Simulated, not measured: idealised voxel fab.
A process module follows: voxel wiring stack.
FYI the section here is cut, 140 nm wide, cells are 5 nm squares.
Cross-section = grid of square cells, listed top down in bands; band = one or more rows.
It is stipulated that each band's entry specify, in nanometres, the height of the top of the band and then that of its bottom, followed by the materials of the band in left-to-right sequence, each together with its width in nanometres. A single material marked by the word "throughout" is understood to fill the band from edge to edge; the word "air" is understood to denote empty space.
Heights are reckoned from 0. Under this level, the received wafer is all of one material. The bottommost band is open-ended downward, for example "z 0 and below".
You'd read "30 to 40" like this: the band's top row of cells is as wide as the first number, its bottom row is as wide as the second, and going down, every row changes width by the same amount as the row before did.
"everything unchanged" means the step left every cell of the cross-section as it was.
Enclosed voids (no open way to top), threshold 8 cells or more, entry "Fully enclosed voids", notation width x height at distance, distance from left edge, nm.
On a step's line, text after the settings is the simulator commenting on that step.
The optional step-line setting "overlay nm" applies to steps with a mask and quantifies how far to the right of its planned location the mask lay, a negative value indicating leftward placement.

The planned process steps are enumerated hereunder:
1. RECEIVE,material Si
2. CONFORMAL_DEP,material SiO2,thk nm 10
3. CONFORMAL_DEP,material SiCN,thk nm 5
4. DIRECTIONAL_DEP,material SiO2,thk nm 25
5. MASKED_ETCH,tone open,mask id METAL_1,width nm 20,pitch nm 35,etch materials SiO2,depth nm 25,overlay nm 0
6. MASKED_ETCH,tone open,mask id METAL_1,width nm 20,pitch nm 35,etch materials SiCN,depth nm 5,overlay nm 0
7. CONFORMAL_DEP,material TiN,thk nm 5
8. FILL_DEP,material W,thk nm 10
9. CMP,height nm 40
10. EPI,material Ru,thk nm 5
11. FILL_DEP,material SiCN,thk nm 5
12. DIRECTIONAL_DEP,material lowk,thk nm 10
13. PATTERN,tone open,mask id PLUG_1,material resist,width nm 15,pitch nm 70,thk nm 20,overlay nm 0
14. DIRECTIONAL_ETCH,etch materials lowk,depth nm 10
15. DIRECTIONAL_ETCH,etch materials SiCN,depth nm 5
16. STRIP,etch materials resist
17. CONFORMAL_DEP,material TiN,thk nm 5
18. FILL_DEP,material W,thk nm 5
19. CMP,height nm 60
20. DIRECTIONAL_DEP,material TiN,thk nm 5
21. DIRECTIONAL_DEP,material Ru,thk nm 20
22. MASKED_ETCH,tone cover,mask id METAL_2,width nm 20,pitch nm 35,etch materials Ru,depth nm 20,overlay nm 0
23. MASKED_ETCH,tone cover,mask id METAL_2,width nm 20,pitch nm 35,etch materials TiN,depth nm 5,overlay nm 0
24. CONFORMAL_DEP,material SiN,thk nm 5
25. FILL_DEP,material lowk,thk nm 10
26. CMP,height nm 85
27. CONFORMAL_DEP,material SiCN,thk nm 5
28. DIRECTIONAL_DEP,material SiO2,thk nm 35
29. PATTERN,tone open,mask id METAL_3,material resist,width nm 20,pitch nm 35,thk nm 15,overlay nm 0
30. DIRECTIONAL_ETCH,etch materials SiO2,depth nm 20
31. STRIP,etch materials resist
32. PATTERN,tone open,mask id METAL_3_HOLES,material resist,width nm 15,pitch nm 35,thk nm 15,overlay nm 0
33. DIRECTIONAL_ETCH,etch materials SiO2,depth nm 15
34. DIRECTIONAL_ETCH,etch materials SiCN,depth nm 5
35. STRIP,etch materials resist
36. CONFORMAL_DEP,material TiN,thk nm 5
37. FILL_DEP,material Cu,thk nm 10
38. CMP,height nm 125
39. CONFORMAL_DEP,material SiN,thk nm 5

As-received state of the wafer in cross-section, equivalent to post-step 1:
> z 0 and below | Si throughout
> Fully enclosed voids: none

Starting wafer: above. Plan: above. Run: one mistake. Cross-section after the module: below:
> z 130 to 125 | SiN throughout
> z 125 to 95 | 25 nm SiO2, then 5 nm TiN, then 10 nm Cu, then 5 nm TiN, then 15 nm SiO2, then 5 nm TiN, then 10 nm Cu, then 5 nm TiN, then 15 nm SiO2, then 5 nm TiN, then 10 nm Cu, then 5 nm TiN, then 25 nm SiO2
> z 95 to 90 | 25 nm SiO2, then 5 nm TiN, then 5 nm Cu, then 10 nm TiN, then 15 nm SiO2, then 5 nm TiN, then 5 nm Cu, then 10 nm TiN, then 15 nm SiO2, then 5 nm TiN, then 5 nm Cu, then 10 nm TiN, then 25 nm SiO2
> z 90 to 85 | 25 nm SiCN, then 15 nm TiN, then 20 nm SiCN, then 15 nm TiN, then 20 nm SiCN, then 15 nm TiN, then 30 nm SiCN
> z 85 to 65 | 20 nm lowk, then 5 nm SiN, then 20 nm Ru, then 5 nm SiN, then 5 nm lowk, then 5 nm SiN, then 20 nm Ru, then 5 nm SiN, then 5 nm lowk, then 5 nm SiN, then 20 nm Ru, then 5 nm SiN, then 20 nm lowk
> z 65 to 60 | 25 nm SiN, then 20 nm TiN, then 15 nm SiN, then 20 nm TiN, then 15 nm SiN, then 20 nm TiN, then 25 nm SiN
> z 60 to 50 | 25 nm lowk, then 5 nm TiN, then 5 nm W, then 5 nm TiN, then 55 nm lowk, then 5 nm TiN, then 5 nm W, then 5 nm TiN, then 30 nm lowk
> z 50 to 45 | 25 nm SiCN, then 15 nm TiN, then 55 nm SiCN, then 15 nm TiN, then 30 nm SiCN
> z 45 to 40 | 20 nm SiCN, then 30 nm Ru, then 5 nm SiCN, then 30 nm Ru, then 5 nm SiCN, then 30 nm Ru, then 20 nm SiCN
> z 40 to 15 | 25 nm SiO2, then 5 nm TiN, then 10 nm W, then 5 nm TiN, then 15 nm SiO2, then 5 nm TiN, then 10 nm W, then 5 nm TiN, then 15 nm SiO2, then 5 nm TiN, then 10 nm W, then 5 nm TiN, then 25 nm SiO2
> z 15 to 10 | 25 nm SiCN, then 20 nm TiN, then 15 nm SiCN, then 20 nm TiN, then 15 nm SiCN, then 20 nm TiN, then 25 nm SiCN
> z 10 to 0 | SiO2 throughout
> z 0 and below | Si throughout
> Fully enclosed voids: none
So what did we get wrong on this run? step 30 from the plan got run twice
